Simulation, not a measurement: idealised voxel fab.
This is a process module. Its name is voxel tone inversion.
Square cell edge 5 nm, section width 285 nm, ID cut.
Square cells in a grid make up a cross-section in this document, and the grid is given as bands, listed from the top down, each one or more rows of cells. The entry gives the band's vertical extent as a top height and a bottom height in nm, then its horizontal make-up as materials from left to right, each with a width in nm. "blank" stands for empty space; a single material marked "throughout" fills the band edge to edge. Zero point of the height axis is 0; under it, received wafer = one material. Lowest band: continues down indefinitely, "from 0 down". Top row gets the first number, bottom row gets the second, and each row in between changes by the same step: that is how a band width like "30->40" works. You'll sometimes find "no change occurred" written for a step, and that's the way of saying that nowhere in the cross-section did a cell change during that step. "Entrapped voids" specifies each empty space that is not open to the top and that occupies no fewer than 8 cells, using the form width x height at distance, the distance measured from the left edge and all three quantities in nm. Where a step's line continues beyond its settings, the continuation is a remark by the simulator itself on that step. Among the settings permitted on a step's line is "overlay nm"; applied to a step with a mask, it specifies the extent to which the mask lay to the right of its planned position, whereas a negative figure signifies a position to the left.
**The process steps that were planned are listed below**
step 1: RECEIVE, material Si
step 2: CONFORMAL_DEP, material SiN, thk nm 10
step 3: DIRECTIONAL_DEP, material aC, thk nm 15
step 4: PATTERN, tone cover, mask id POSTS, material resist, width nm 20, pitch nm 35, thk nm 20, overlay nm -15
step 5: DIRECTIONAL_ETCH, etch materials aC, depth nm 15
step 6: STRIP, etch materials resist
step 7: FILL_DEP, material lowk, thk nm 10
step 8: CMP, height nm 25
step 9: STRIP, etch materials aC
step 10: CONFORMAL_DEP, material TiN, thk nm 5
step 11: FILL_DEP, material W, thk nm 10
step 12: CMP, height nm 25
step 13: CONFORMAL_DEP, material SiN, thk nm 5
For this document, wafers share an identical start and vary in the step 4 overlay nm; the plan quotes the first wafer's value.
**Cross-sectional view of the first of several wafers in the as-received condition, corresponding to the state following step 1**
    from 0 down: Si throughout
    Entrapped voids: none
**Take a look at the first of several wafers in cross-section: the module is done, and step 13 was its last step**
    from 30 to 25: SiN throughout
    from 25 to 15: 100 of lowk, then 5 of TiN, then 10 of W, then 5 of TiN, then 15 of lowk, then 5 of TiN, then 10 of W, then 5 of TiN, then 130 of lowk
    from 15 to 10: 100 of lowk, then 20 of TiN, then 15 of lowk, then 20 of TiN, then 130 of lowk
    from 10 to 0: SiN throughout
    from 0 down: Si throughout
    Entrapped voids: none
**Showing the last wafer in cross-section at the end of the module**
    from 30 to 25: SiN throughout
    from 25 to 15: 130 of lowk, then 5 of TiN, then 10 of W, then 5 of TiN, then 15 of lowk, then 5 of TiN, then 10 of W, then 5 of TiN, then 100 of lowk
    from 15 to 10: 130 of lowk, then 20 of TiN, then 15 of lowk, then 20 of TiN, then 100 of lowk
    from 10 to 0: SiN throughout
    from 0 down: Si throughout
    Entrapped voids: none
**Where each wafer stands at the end of the module, a row apiece: cells of each material gained (+) or lost (-) since it was received, then closed voids**
overlay nm -15 | +171 SiN | +16 TiN | +8 W | +147 lowk | Entrapped voids: none
overlay nm -10 | +171 SiN | +16 TiN | +8 W | +147 lowk | Entrapped voids: none
overlay nm -5 | +171 SiN | +16 TiN | +8 W | +147 lowk | Entrapped voids: none
overlay nm 0 | +171 SiN | +16 TiN | +8 W | +147 lowk | Entrapped voids: none
overlay nm 5 | +171 SiN | +16 TiN | +8 W | +147 lowk | Entrapped voids: none
overlay nm 10 | +171 SiN | +16 TiN | +8 W | +147 lowk | Entrapped voids: none
overlay nm 15 | +171 SiN | +16 TiN | +8 W | +147 lowk | Entrapped voids: none
